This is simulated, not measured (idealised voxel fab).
Process module name: voxel self aligned vias
This is section cut - it's 235 nm across, gridded in 5 nm square cells.
Cross-sections here: square-cell grids, written as top-down lists of bands, a band being one or more rows of cells.
The band entry comprises the height of the band's top followed by the height of its bottom, expressed in nm, and subsequently the band's materials from left to right, each stated together with its width in nm. Where a single material is marked with the word "all across", that material fills the band from edge to edge. The word "blank" represents empty space.
Measure heights from 0. That's the level where, below it, the as-received wafer is all one material. The lowest band is bottomless and extends downward; write it as in "top 0, no bottom".
The two numbers in a width such as "30->40" mark its ends across the band: the first belongs to the top row of cells, the second to the bottom row, and from each row to the next the width moves by the same amount.
Given "nothing different" for a step, no cell of the cross-section differs between before and after that step.
Empty spaces counting at least 8 cells and having no open way to the top are listed in "Closed void catalog". The notation width x height at distance is used for each, the distance being from the left edge and all three values in nm.
It should be noted that, on the line of a given step, the content following the step's settings is a remark produced by the simulator itself with respect to that step.
"overlay nm" answers the question of how far to the right of plan the mask lay on a step that has a mask, and when it is negative the answer is to the left.

# Steps in the process plan
1) RECEIVE,material Si
2) CONFORMAL_DEP,material SiO2,thk nm 10
3) CONFORMAL_DEP,material SiCN,thk nm 5
4) DIRECTIONAL_DEP,material SiO2,thk nm 20
5) MASKED_ETCH,tone open,mask id LINES,width nm 25,pitch nm 70,etch materials SiO2,depth nm 20,overlay nm 0
6) CONFORMAL_DEP,material TiN,thk nm 5
7) FILL_DEP,material W,thk nm 10
8) CMP,height nm 35
9) SELECTIVE_ETCH,etch materials W Ru TiN,depth nm 5
10) FILL_DEP,material SiN,thk nm 5
11) CMP,height nm 35
12) DIRECTIONAL_DEP,material SiO2,thk nm 15
13) MASKED_ETCH,tone open,mask id VIAS,width nm 45,pitch nm 70,etch materials SiO2,depth nm 15,overlay nm 0
14) MASKED_ETCH,tone open,mask id VIAS,width nm 45,pitch nm 70,etch materials SiN,depth nm 5,overlay nm 0
15) CONFORMAL_DEP,material TiN,thk nm 5
16) FILL_DEP,material W,thk nm 10
17) CMP,height nm 50
18) CONFORMAL_DEP,material SiN,thk nm 5

# This is the cross-section of the wafer as we received it, i.e. after step 1
> top 0, no bottom = Si all across
> Closed void catalog: none

# Look at the cross-section after the module: the wafer started out the way shown above and the plan was the one shown above, yet one mistake was made along the way
> top 70, bottom 65 = SiN all across
> top 65, bottom 55 = W all across
> top 55, bottom 50 = TiN=65  W=35  TiN=35  W=35  TiN=65
> top 50, bottom 40 = SiO2=60  TiN=5  W=35  TiN=5  SiO2=25  TiN=5  W=35  TiN=5  SiO2=60
> top 40, bottom 35 = SiO2=60  TiN=15  W=15  TiN=15  SiO2=25  TiN=15  W=15  TiN=15  SiO2=60
> top 35, bottom 30 = SiO2=70  TiN=25  SiO2=45  TiN=25  SiO2=70
> top 30, bottom 20 = SiO2=70  TiN=5  W=15  TiN=5  SiO2=45  TiN=5  W=15  TiN=5  SiO2=70
> top 20, bottom 15 = SiO2=70  TiN=25  SiO2=45  TiN=25  SiO2=70
> top 15, bottom 10 = SiCN all across
> top 10, bottom 0 = SiO2 all across
> top 0, no bottom = Si all across
> Closed void catalog: none
In executing the process, a mistake was made relative to the plan: skipped: plan step 17 (never run)
